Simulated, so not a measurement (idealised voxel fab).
process module | voxel self aligned vias
cross-section cut | 220 nm wide | cells 5 nm
A cross-section is a grid of square cells, given in bands from the top down. A band is one or more rows of cells.
Each band's line starts with the height of the band's top and of its bottom, in nm. Then come its materials from left to right, each with its width in nm. One material with "throughout" fills the band from edge to edge. "air" is empty space.
Height 0 is the level under which the wafer as received is all one material. The lowest band goes on downwards, as in "0 down".
A width such as "30 to 40" changes by the same amount from each row of cells to the next, from the band's top row to its bottom row.
"no change" after a step means that no cell of the cross-section changed.
closed voids: empty space of 8 cells or more with no open way to the top, each as width x height at its distance from the left edge, in nm
after a step's settings: what the simulator itself notes on the step
overlay nm, on a step with a mask: how far to the right of its planned place the mask lay; to the left if negative
plan
1 op RECEIVE | material Si
2 op CONFORMAL_DEP | material SiO2 | thk nm 15
3 op CONFORMAL_DEP | material SiCN | thk nm 5
4 op DIRECTIONAL_DEP | material lowk | thk nm 30
5 op MASKED_ETCH | tone open | mask id LINES | width nm 25 | pitch nm 50 | etch materials lowk | depth nm 30 | overlay nm 0
6 op CONFORMAL_DEP | material TiN | thk nm 5
7 op FILL_DEP | material W | thk nm 5
8 op CMP | height nm 50
9 op SELECTIVE_ETCH | etch materials W Ru TiN | depth nm 5
10 op FILL_DEP | material SiN | thk nm 10
11 op CMP | height nm 50
12 op DIRECTIONAL_DEP | material lowk | thk nm 20
13 op PATTERN | tone open | mask id VIAS | material resist | width nm 35 | pitch nm 50 | thk nm 15 | overlay nm 0
14 op DIRECTIONAL_ETCH | etch materials lowk | depth nm 20
15 op DIRECTIONAL_ETCH | etch materials SiN | depth nm 5
16 op STRIP | etch materials resist
17 op CONFORMAL_DEP | material TiN | thk nm 5
18 op FILL_DEP | material Cu | thk nm 5
19 op CMP | height nm 70
20 op CONFORMAL_DEP | material SiN | thk nm 5
as received, after step 1
  0 down: Si throughout
  closed voids: none
first wafer at the end, as planned
  75 to 70: SiN throughout
  70 to 55: lowk 40 | TiN 5 | Cu 25 | TiN 5 | lowk 15 | TiN 5 | Cu 25 | TiN 5 | lowk 15 | TiN 5 | Cu 25 | TiN 5 | lowk 45
  55 to 50: lowk 40 | TiN 10 | Cu 15 | TiN 10 | lowk 15 | TiN 10 | Cu 15 | TiN 10 | lowk 15 | TiN 10 | Cu 15 | TiN 10 | lowk 45
  50 to 45: lowk 45 | TiN 25 | lowk 25 | TiN 25 | lowk 25 | TiN 25 | lowk 50
  45 to 25: lowk 45 | TiN 5 | W 15 | TiN 5 | lowk 25 | TiN 5 | W 15 | TiN 5 | lowk 25 | TiN 5 | W 15 | TiN 5 | lowk 50
  25 to 20: lowk 45 | TiN 25 | lowk 25 | TiN 25 | lowk 25 | TiN 25 | lowk 50
  20 to 15: SiCN throughout
  15 to 0: SiO2 throughout
  0 down: Si throughout
  closed voids: none
second wafer at the end: like start, like plan, one mistake
  75 to 70: SiN throughout
  70 to 55: lowk 45 | TiN 5 | Cu 20 | TiN 5 | lowk 20 | TiN 5 | Cu 20 | TiN 5 | lowk 20 | TiN 5 | Cu 20 | TiN 5 | lowk 45
  55 to 50: lowk 45 | TiN 5 | Cu 15 | TiN 10 | lowk 20 | TiN 5 | Cu 15 | TiN 10 | lowk 20 | TiN 5 | Cu 15 | TiN 10 | lowk 45
  50 to 45: lowk 45 | TiN 25 | lowk 25 | TiN 25 | lowk 25 | TiN 25 | lowk 50
  45 to 25: lowk 45 | TiN 5 | W 15 | TiN 5 | lowk 25 | TiN 5 | W 15 | TiN 5 | lowk 25 | TiN 5 | W 15 | TiN 5 | lowk 50
  25 to 20: lowk 45 | TiN 25 | lowk 25 | TiN 25 | lowk 25 | TiN 25 | lowk 50
  20 to 15: SiCN throughout
  15 to 0: SiO2 throughout
  0 down: Si throughout
  closed voids: none
what went wrong: step 13 ran as: op PATTERN | tone open | mask id VIAS | material resist | width nm 30 | pitch nm 50 | thk nm 15 | overlay nm 0
at the end the second wafer has, in cells: 9 fewer of Cu | 3 fewer of TiN | 12 more of lowk
